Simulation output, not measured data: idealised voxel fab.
Name of the process module below: voxel released beams
The width of the displayed cross-section, cut, is 195 nm; its cells are square, with a size of 5 nm.
Notation: cross-section as square-cell grid; stated in bands, top first, going down; one or more cell rows per band. Read a band's entry like this: the first values are the height of its top and the height of its bottom in nm, and what follows is the sequence of materials from left to right, each with its width in nm. Note that "air" is empty space, and that a single material marked "everywhere" reaches across the band from edge to edge. Below 0: as-received wafer, all one material; heights counted from there. Lowest band: no bottom, goes on down, written "z 0 and below". Width: "30..40" (first number = top row, second number = bottom row, same change from row to row of cells). Basically "all unchanged" means that step didn't change any cell in the cross-section. Enclosed voids (no open way to top), threshold 8 cells or more, entry "Entrapped voids", notation width x height at distance, distance from left edge, nm. Step line, after settings: the simulator's comment on this step. "overlay nm" on a masked step: distance the mask lay right of its planned place, negative for left.
[Set out below are the planned steps of the process]
1: RECEIVE,material Si
2: CONFORMAL_DEP,material Al2O3,thk nm 10
3: DIRECTIONAL_DEP,material SiO2,thk nm 20
4: MASKED_ETCH,tone open,mask id ANCHOR,width nm 35,etch materials SiO2,depth nm 20,overlay nm 0
5: CONFORMAL_DEP,material SiN,thk nm 15
6: PATTERN,tone cover,mask id BEAM,material resist,width nm 100,thk nm 15,overlay nm 0
7: DIRECTIONAL_ETCH,etch materials SiN,depth nm 15
8: STRIP,etch materials resist
9: STRIP,etch materials SiO2
[Wafer as received: cross-section following step 1]
z 0 and below: Si everywhere
Entrapped voids: none
[a wafer at the end: this start, this plan, one mistake]
z 60 to 45: air (45); SiN (100); air (50)
z 45 to 30: SiN everywhere
z 30 to 10: SiO2 (50); SiN (35); SiO2 (110)
z 10 to 0: Al2O3 everywhere
z 0 and below: Si everywhere
Entrapped voids: none
Which mistake was made when the wafer was run? step 5 of the plan saw execution twice
